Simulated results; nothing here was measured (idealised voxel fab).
process module | voxel tone inversion
cross-section cut | 145 nm wide | cells 5 nm
A cross-section is a grid of square cells, given in bands from the top down. A band is one or more rows of cells.
Each band's line starts with the height of the band's top and of its bottom, in nm. Then come its materials from left to right, each with its width in nm. One material with "throughout" fills the band from edge to edge. "air" is empty space.
Height 0 is the level under which the wafer as received is all one material. The lowest band goes on downwards, as in "0 down".
A width such as "30 to 40" changes by the same amount from each row of cells to the next, from the band's top row to its bottom row.
"no change" after a step means that no cell of the cross-section changed.
closed voids: empty space of 8 cells or more with no open way to the top, each as width x height at its distance from the left edge, in nm
after a step's settings: what the simulator itself notes on the step
overlay nm, on a step with a mask: how far to the right of its planned place the mask lay; to the left if negative
plan
1 op RECEIVE | material Si
2 op CONFORMAL_DEP | material SiCN | thk nm 10
3 op DIRECTIONAL_DEP | material aC | thk nm 15
4 op PATTERN | tone cover | mask id POSTS | material resist | width nm 15 | pitch nm 30 | thk nm 20 | overlay nm 0
5 op DIRECTIONAL_ETCH | etch materials aC | depth nm 15
6 op STRIP | etch materials resist
7 op FILL_DEP | material SiO2 | thk nm 5
8 op CMP | height nm 25
9 op STRIP | etch materials aC
10 op CONFORMAL_DEP | material TiN | thk nm 5
11 op FILL_DEP | material Ru | thk nm 5
12 op CMP | height nm 25
13 op CONFORMAL_DEP | material SiCN | thk nm 5
first wafer, as planned
as received, after step 1
  0 down: Si throughout
  closed voids: none
after step 2
  10 to 0: SiCN throughout
  below 0: unchanged
after step 3
  25 to 10: aC throughout
  below 10: unchanged
after step 4
  45 to 25: air 20 | resist 15 | air 15 | resist 15 | air 15 | resist 15 | air 15 | resist 15 | air 20
  below 25: unchanged
after step 5
  30 to 25: air 20 | resist 15 | air 15 | resist 15 | air 15 | resist 15 | air 15 | resist 15 | air 20
  25 to 10: air 20 | aC 15 | air 15 | aC 15 | air 15 | aC 15 | air 15 | aC 15 | air 20
  below 10: unchanged
after step 6
  25 to 10: air 20 | aC 15 | air 15 | aC 15 | air 15 | aC 15 | air 15 | aC 15 | air 20
  below 10: unchanged
after step 7
  30 to 25: SiO2 throughout
  25 to 10: SiO2 20 | aC 15 | SiO2 15 | aC 15 | SiO2 15 | aC 15 | SiO2 15 | aC 15 | SiO2 20
  below 10: unchanged
after step 8
  25 to 10: SiO2 20 | aC 15 | SiO2 15 | aC 15 | SiO2 15 | aC 15 | SiO2 15 | aC 15 | SiO2 20
  below 10: unchanged
after step 9
  25 to 10: SiO2 20 | air 15 | SiO2 15 | air 15 | SiO2 15 | air 15 | SiO2 15 | air 15 | SiO2 20
  below 10: unchanged
after step 10
  30 to 25: TiN 25 | air 5 | TiN 25 | air 5 | TiN 25 | air 5 | TiN 25 | air 5 | TiN 25
  25 to 15: SiO2 20 | TiN 5 | air 5 | TiN 5 | SiO2 15 | TiN 5 | air 5 | TiN 5 | SiO2 15 | TiN 5 | air 5 | TiN 5 | SiO2 15 | TiN 5 | air 5 | TiN 5 | SiO2 20
  15 to 10: SiO2 20 | TiN 15 | SiO2 15 | TiN 15 | SiO2 15 | TiN 15 | SiO2 15 | TiN 15 | SiO2 20
  below 10: unchanged
after step 11
  35 to 30: Ru throughout
  30 to 25: TiN 25 | Ru 5 | TiN 25 | Ru 5 | TiN 25 | Ru 5 | TiN 25 | Ru 5 | TiN 25
  25 to 15: SiO2 20 | TiN 5 | Ru 5 | TiN 5 | SiO2 15 | TiN 5 | Ru 5 | TiN 5 | SiO2 15 | TiN 5 | Ru 5 | TiN 5 | SiO2 15 | TiN 5 | Ru 5 | TiN 5 | SiO2 20
  below 15: unchanged
after step 12
  25 to 15: SiO2 20 | TiN 5 | Ru 5 | TiN 5 | SiO2 15 | TiN 5 | Ru 5 | TiN 5 | SiO2 15 | TiN 5 | Ru 5 | TiN 5 | SiO2 15 | TiN 5 | Ru 5 | TiN 5 | SiO2 20
  below 15: unchanged
after step 13
  30 to 25: SiCN throughout
  below 25: unchanged
second wafer: like start, like plan, one mistake. Through step 1 it matches the first wafer
when step 2 should have ended
  15 to 0: aC throughout
  below 0: unchanged
when step 3 should have ended
  25 to 15: SiCN throughout
  below 15: unchanged
when step 4 should have ended
  45 to 25: air 20 | resist 15 | air 15 | resist 15 | air 15 | resist 15 | air 15 | resist 15 | air 20
  below 25: unchanged
when step 5 should have ended
  30 to 25: air 20 | resist 15 | air 15 | resist 15 | air 15 | resist 15 | air 15 | resist 15 | air 20
  below 25: unchanged
when step 6 should have ended
  25 to 15: SiCN throughout
  below 15: unchanged
when step 7 should have ended
  30 to 25: SiO2 throughout
  below 25: unchanged
when step 8 should have ended
  25 to 15: SiCN throughout
  below 15: unchanged
when step 9 should have ended: no change
when step 10 should have ended
  30 to 25: TiN throughout
  below 25: unchanged
when step 11 should have ended
  35 to 30: Ru throughout
  below 30: unchanged
when step 12 should have ended
  25 to 15: SiCN throughout
  below 15: unchanged
when step 13 should have ended
  30 to 15: SiCN throughout
  below 15: unchanged
what went wrong: steps 2 and 3 were swapped
at the end the second wafer has, in cells: 8 fewer of Ru | 51 fewer of SiO2 | 28 fewer of TiN | 87 more of aC
